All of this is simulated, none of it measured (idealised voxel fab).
process module | voxel trench capacitor
cross-section cut | 290 nm wide | cells 5 nm
A cross-section is a grid of square cells, given in bands from the top down. A band is one or more rows of cells.
Each band's line starts with the height of the band's top and of its bottom, in nm. Then come its materials from left to right, each with its width in nm. One material with "throughout" fills the band from edge to edge. "air" is empty space.
Height 0 is the level under which the wafer as received is all one material. The lowest band goes on downwards, as in "0 down".
A width such as "30 to 40" changes by the same amount from each row of cells to the next, from the band's top row to its bottom row.
"no change" after a step means that no cell of the cross-section changed.
closed voids: empty space of 8 cells or more with no open way to the top, each as width x height at its distance from the left edge, in nm
after a step's settings: what the simulator itself notes on the step
overlay nm, on a step with a mask: how far to the right of its planned place the mask lay; to the left if negative
plan
1 op RECEIVE | material Si
2 op CONFORMAL_DEP | material SiN | thk nm 5
3 op DIRECTIONAL_DEP | material aC | thk nm 10
4 op PATTERN | tone open | mask id TRENCH | material resist | width nm 30 | pitch nm 55 | thk nm 25 | overlay nm 0
5 op DIRECTIONAL_ETCH | etch materials aC | depth nm 10
6 op STRIP | etch materials resist
7 op DIRECTIONAL_ETCH | etch materials SiN | depth nm 5
8 op DIRECTIONAL_ETCH | etch materials Si | depth nm 40
9 op STRIP | etch materials aC
10 op CONFORMAL_DEP | material HfO2 | thk nm 5
11 op CONFORMAL_DEP | material TiN | thk nm 5
12 op FILL_DEP | material W | thk nm 5
13 op CMP | height nm 5
as received, after step 1
  0 down: Si throughout
  closed voids: none
first wafer at the end, as planned
  5 to 0: SiN 45 | HfO2 5 | TiN 5 | W 10 | TiN 5 | HfO2 5 | SiN 25 | HfO2 5 | TiN 5 | W 10 | TiN 5 | HfO2 5 | SiN 25 | HfO2 5 | TiN 5 | W 10 | TiN 5 | HfO2 5 | SiN 25 | HfO2 5 | TiN 5 | W 10 | TiN 5 | HfO2 5 | SiN 50
  0 to -30: Si 45 | HfO2 5 | TiN 5 | W 10 | TiN 5 | HfO2 5 | Si 25 | HfO2 5 | TiN 5 | W 10 | TiN 5 | HfO2 5 | Si 25 | HfO2 5 | TiN 5 | W 10 | TiN 5 | HfO2 5 | Si 25 | HfO2 5 | TiN 5 | W 10 | TiN 5 | HfO2 5 | Si 50
  -30 to -35: Si 45 | HfO2 5 | TiN 20 | HfO2 5 | Si 25 | HfO2 5 | TiN 20 | HfO2 5 | Si 25 | HfO2 5 | TiN 20 | HfO2 5 | Si 25 | HfO2 5 | TiN 20 | HfO2 5 | Si 50
  -35 to -40: Si 45 | HfO2 30 | Si 25 | HfO2 30 | Si 25 | HfO2 30 | Si 25 | HfO2 30 | Si 50
  -40 down: Si throughout
  closed voids: none
second wafer at the end: like start, like plan, one mistake
  5 to 0: SiN 45 | TiN 5 | HfO2 5 | W 10 | HfO2 5 | TiN 5 | SiN 25 | TiN 5 | HfO2 5 | W 10 | HfO2 5 | TiN 5 | SiN 25 | TiN 5 | HfO2 5 | W 10 | HfO2 5 | TiN 5 | SiN 25 | TiN 5 | HfO2 5 | W 10 | HfO2 5 | TiN 5 | SiN 50
  0 to -30: Si 45 | TiN 5 | HfO2 5 | W 10 | HfO2 5 | TiN 5 | Si 25 | TiN 5 | HfO2 5 | W 10 | HfO2 5 | TiN 5 | Si 25 | TiN 5 | HfO2 5 | W 10 | HfO2 5 | TiN 5 | Si 25 | TiN 5 | HfO2 5 | W 10 | HfO2 5 | TiN 5 | Si 50
  -30 to -35: Si 45 | TiN 5 | HfO2 20 | TiN 5 | Si 25 | TiN 5 | HfO2 20 | TiN 5 | Si 25 | TiN 5 | HfO2 20 | TiN 5 | Si 25 | TiN 5 | HfO2 20 | TiN 5 | Si 50
  -35 to -40: Si 45 | TiN 30 | Si 25 | TiN 30 | Si 25 | TiN 30 | Si 25 | TiN 30 | Si 50
  -40 down: Si throughout
  closed voids: none
what went wrong: steps 10 and 11 were swapped
at the end the second wafer has, in cells: 16 fewer of HfO2 | 16 more of TiN
